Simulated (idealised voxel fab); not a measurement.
Presented below is a process module, voxel transistor to metal.
This is section cut - it's 160 nm across, gridded in 5 nm square cells.
Notation: cross-section as square-cell grid; stated in bands, top first, going down; one or more cell rows per band. This entry defines a band. It first specifies the height of the band's top and the height of its bottom in nm, and then specifies the band's materials from left to right, stating each material with its width in nm. The word "edge to edge" identifies a single material that fills the band from edge to edge, while the word "air" identifies empty space. The reference from which all heights are counted is 0, the level beneath which the as-received wafer is entirely one material; the lowest band, having no lower bound, proceeds downward and is written after the example "0 down". When a width is written as two numbers, as in "30->40", the first number is the width in the top row of cells of the band and the second is the width in its bottom row, and the width changes by the same amount from each row to the next. Given "nothing altered" for a step, no cell of the cross-section differs between before and after that step. "Sealed voids": empty spaces of 8 cells or more with no open way to the top, each given as width x height at distance, distance from the left edge, all in nm. Note: text after step settings on the step line = simulator remark on that step. The line of a step may include "overlay nm". On a step with a mask, this value is how far to the right of its planned place the mask lay. A negative value means the mask lay to the left.
Process steps (planned):
1,RECEIVE | material Si
2,OXIDIZE | depth nm 5
3,CONFORMAL_DEP | material SiN | thk nm 10
4,DIRECTIONAL_DEP | material aC | thk nm 15
5,PATTERN | tone cover | mask id ACTIVE | material resist | width nm 115 | thk nm 35 | overlay nm 0
6,DIRECTIONAL_ETCH | etch materials aC | depth nm 15
7,STRIP | etch materials resist
8,DIRECTIONAL_ETCH | etch materials SiN | depth nm 10
9,DIRECTIONAL_ETCH | etch materials SiO2 | depth nm 5
10,DIRECTIONAL_ETCH | etch materials Si | depth nm 30
11,STRIP | etch materials aC
12,OXIDIZE | depth nm 5
13,FILL_DEP | material SiO2 | thk nm 10
14,CMP | height nm 10
15,SELECTIVE_ETCH | etch materials SiO2 | depth nm 5
16,STRIP | etch materials SiN
17,SELECTIVE_ETCH | etch materials SiO2 | depth nm 5
18,OXIDIZE | depth nm 5
19,DIRECTIONAL_DEP | material polySi | thk nm 20
20,DIRECTIONAL_DEP | material SiCN | thk nm 10
21,DIRECTIONAL_DEP | material aC | thk nm 15
22,PATTERN | tone cover | mask id GATE | material resist | width nm 15 | thk nm 30 | overlay nm 0
23,DIRECTIONAL_ETCH | etch materials aC | depth nm 15
24,STRIP | etch materials resist
25,DIRECTIONAL_ETCH | etch materials SiCN | depth nm 20
26,DIRECTIONAL_ETCH | etch materials polySi | depth nm 30
27,STRIP | etch materials aC
28,CONFORMAL_DEP | material SiN | thk nm 10
29,DIRECTIONAL_ETCH | etch materials SiN | depth nm 10
30,DIRECTIONAL_ETCH | etch materials SiO2 | depth nm 5
31,DIRECTIONAL_ETCH | etch materials Si | depth nm 5
32,EPI | material nSi | thk nm 10
33,FILL_DEP | material SiO2 | thk nm 5
34,CMP | height nm 25
35,DIRECTIONAL_DEP | material SiO2 | thk nm 15
36,PATTERN | tone open | mask id CONTACT | material resist | width nm 35 | pitch nm 60 | thk nm 20 | overlay nm 0
37,DIRECTIONAL_ETCH | etch materials SiO2 | depth nm 45
38,STRIP | etch materials resist
39,CONFORMAL_DEP | material TiN | thk nm 5
40,FILL_DEP | material W | thk nm 5
41,CMP | height nm 40
42,CONFORMAL_DEP | material SiCN | thk nm 5
43,DIRECTIONAL_DEP | material lowk | thk nm 15
44,MASKED_ETCH | tone open | mask id METAL_1 | width nm 20 | pitch nm 75 | etch materials lowk | depth nm 15 | overlay nm 0
45,MASKED_ETCH | tone open | mask id METAL_1 | width nm 20 | pitch nm 75 | etch materials SiCN | depth nm 5 | overlay nm 0
46,CONFORMAL_DEP | material TiN | thk nm 5
47,FILL_DEP | material Cu | thk nm 5
48,CMP | height nm 60
49,EPI | material Ru | thk nm 5
50,FILL_DEP | material SiCN | thk nm 5
Cross-section of the wafer at receipt, which is the condition after step 1:
> 0 down = Si edge to edge
> Sealed voids: none
Cross-section, first of two wafers, end of module, run as planned:
> 70 to 65 = SiCN edge to edge
> 65 to 60 = SiCN 25 nm; Ru 30 nm; SiCN 45 nm; Ru 30 nm; SiCN 30 nm
> 60 to 45 = lowk 30 nm; TiN 5 nm; Cu 10 nm; TiN 5 nm; lowk 55 nm; TiN 5 nm; Cu 10 nm; TiN 5 nm; lowk 35 nm
> 45 to 40 = SiCN 30 nm; TiN 20 nm; SiCN 55 nm; TiN 20 nm; SiCN 35 nm
> 40 to 30 = SiO2 30 nm; TiN 5 nm; W 25 nm; TiN 5 nm; SiO2 25 nm; TiN 5 nm; W 25 nm; TiN 5 nm; SiO2 35 nm
> 30 to 25 = SiO2 30 nm; TiN 5 nm; W 20 nm; TiN 10 nm; SiO2 25 nm; TiN 10 nm; W 20 nm; TiN 5 nm; SiO2 35 nm
> 25 to 15 = SiO2 30 nm; TiN 5 nm; W 20 nm; TiN 5 nm; SiN 10 nm; SiCN 15 nm; SiN 10 nm; TiN 5 nm; W 20 nm; TiN 5 nm; SiO2 35 nm
> 15 to 5 = SiO2 30 nm; TiN 5 nm; W 20 nm; TiN 5 nm; SiN 10 nm; polySi 15 nm; SiN 10 nm; TiN 5 nm; W 20 nm; TiN 5 nm; SiO2 35 nm
> 5 to 0 = SiO2 30 nm; TiN 5 nm; W 10 nm; TiN 15 nm; SiN 10 nm; polySi 15 nm; SiN 10 nm; TiN 15 nm; W 10 nm; TiN 5 nm; SiO2 35 nm
> 0 to -5 = SiO2 15 nm; SiN 10 nm; SiO2 5 nm; TiN 20 nm; nSi 10 nm; SiN 10 nm; polySi 15 nm; SiN 10 nm; nSi 10 nm; TiN 20 nm; SiO2 5 nm; SiN 10 nm; SiO2 20 nm
> -5 to -10 = SiO2 25 nm; nSi 35 nm; SiO2 35 nm; nSi 35 nm; SiO2 30 nm
> -10 to -15 = SiO2 25 nm; nSi 35 nm; Si 35 nm; nSi 35 nm; SiO2 30 nm
> -15 to -40 = SiO2 25 nm; Si 105 nm; SiO2 30 nm
> -40 down = Si edge to edge
> Sealed voids: none
Same start, same plan as the first wafer - but one mistake in the run. Cross-section of the second of the two at the end of the module:
> 70 to 65 = SiCN edge to edge
> 65 to 60 = SiCN 25 nm; Ru 30 nm; SiCN 45 nm; Ru 30 nm; SiCN 30 nm
> 60 to 45 = lowk 30 nm; TiN 5 nm; Cu 10 nm; TiN 5 nm; lowk 55 nm; TiN 5 nm; Cu 10 nm; TiN 5 nm; lowk 35 nm
> 45 to 40 = SiCN 30 nm; TiN 20 nm; SiCN 55 nm; TiN 20 nm; SiCN 35 nm
> 40 to 30 = SiO2 30 nm; TiN 5 nm; W 25 nm; TiN 5 nm; SiO2 25 nm; TiN 5 nm; W 25 nm; TiN 5 nm; SiO2 35 nm
> 30 to 25 = SiO2 30 nm; TiN 35 nm; SiO2 25 nm; TiN 35 nm; SiO2 35 nm
> 25 to 15 = SiCN 60 nm; SiN 10 nm; SiCN 15 nm; SiN 10 nm; SiCN 65 nm
> 15 to 0 = SiCN 60 nm; SiN 10 nm; polySi 15 nm; SiN 10 nm; SiCN 65 nm
> 0 to -5 = SiCN 15 nm; SiN 10 nm; SiCN 25 nm; nSi 10 nm; SiN 10 nm; polySi 15 nm; SiN 10 nm; nSi 10 nm; SiCN 25 nm; SiN 10 nm; SiCN 20 nm
> -5 to -10 = SiO2 25 nm; nSi 35 nm; SiO2 35 nm; nSi 35 nm; SiO2 30 nm
> -10 to -15 = SiO2 25 nm; nSi 35 nm; Si 35 nm; nSi 35 nm; SiO2 30 nm
> -15 to -40 = SiO2 25 nm; Si 105 nm; SiO2 30 nm
> -40 down = Si edge to edge
> Sealed voids: none
Want to know what went wrong? step 33 was not run as planned; what actually ran was FILL_DEP | material SiCN | thk nm 5
Count the cells at the end and the second wafer has more or fewer of some materials than the first: SiCN +142, SiO2 -74, TiN -24, W -44
